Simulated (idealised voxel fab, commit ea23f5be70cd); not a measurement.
process module | voxel gate over fins
cross-section cut | 295 nm wide | cells 5 nm
A cross-section is a grid of square cells, given in bands from the top down. A band is one or more rows of cells.
Each band's line starts with the height of the band's top and of its bottom, in nm. Then come its materials from left to right, each with its width in nm. One material with "throughout" fills the band from edge to edge. "air" is empty space.
Height 0 is the level under which the wafer as received is all one material. The lowest band goes on downwards, as in "0 down".
A width such as "30 to 40" changes by the same amount from each row of cells to the next, from the band's top row to its bottom row.
"no change" after a step means that no cell of the cross-section changed.
closed voids: empty space of 8 cells or more with no open way to the top, each as width x height at its distance from the left edge, in nm
after a step's settings: what the simulator itself notes on the step
overlay nm, on a step with a mask: how far to the right of its planned place the mask lay; to the left if negative
plan
1 op RECEIVE | material Si
2 op CONFORMAL_DEP | material SiN | thk nm 10
3 op MASKED_ETCH | tone cover | mask id FINS | width nm 15 | pitch nm 55 | etch materials SiN | depth nm 10 | overlay nm 0
4 op MASKED_ETCH | tone cover | mask id FINS | width nm 15 | pitch nm 55 | etch materials Si | depth nm 30 | overlay nm 0
5 op OXIDIZE | depth nm 5
6 op FILL_DEP | material SiO2 | thk nm 5
7 op CMP | height nm 10
8 op MASKED_ETCH | tone open | mask id RAIL | width nm 15 | etch materials SiO2 | depth nm 35 | overlay nm 0
9 op CONFORMAL_DEP | material TiN | thk nm 5
10 op FILL_DEP | material W | thk nm 10
11 op CMP | height nm 10
12 op SELECTIVE_ETCH | etch materials W Ru TiN | depth nm 30
13 op FILL_DEP | material SiO2 | thk nm 5
14 op CMP | height nm 10
15 op SELECTIVE_ETCH | etch materials SiO2 | depth nm 25
16 op STRIP | etch materials SiN
17 op CONFORMAL_DEP | material HfO2 | thk nm 5
18 op CONFORMAL_DEP | material TiN | thk nm 5
19 op FILL_DEP | material W | thk nm 10
20 op CMP | height nm 15
21 op CONFORMAL_DEP | material SiN | thk nm 5
as received, after step 1
  0 down: Si throughout
  closed voids: none
a wafer at the end: this start, this plan, one mistake
  20 to 15: SiN throughout
  15 to 10: W throughout
  10 to 5: W 105 | TiN 25 | W 30 | TiN 25 | W 110
  5 to 0: W 105 | TiN 5 | HfO2 15 | TiN 5 | W 30 | TiN 5 | HfO2 15 | TiN 5 | W 110
  0 to -5: W 105 | TiN 5 | HfO2 5 | Si 5 | HfO2 5 | TiN 5 | W 30 | TiN 5 | HfO2 5 | Si 5 | HfO2 5 | TiN 5 | W 110
  -5 to -10: TiN 110 | HfO2 5 | Si 5 | HfO2 5 | TiN 40 | HfO2 5 | Si 5 | HfO2 5 | TiN 115
  -10 to -15: HfO2 115 | Si 5 | HfO2 50 | Si 5 | HfO2 120
  -15 to -20: SiO2 115 | Si 5 | SiO2 50 | Si 5 | SiO2 120
  -20 to -25: SiO2 115 | Si 5 | SiO2 15 | TiN 20 | SiO2 15 | Si 5 | SiO2 120
  -25 to -35: SiO2 115 | Si 5 | SiO2 50 | Si 5 | SiO2 120
  -35 down: Si throughout
  closed voids: none
what went wrong: step 8 ran as: op MASKED_ETCH | tone open | mask id RAIL | width nm 20 | etch materials SiO2 | depth nm 35 | overlay nm 0
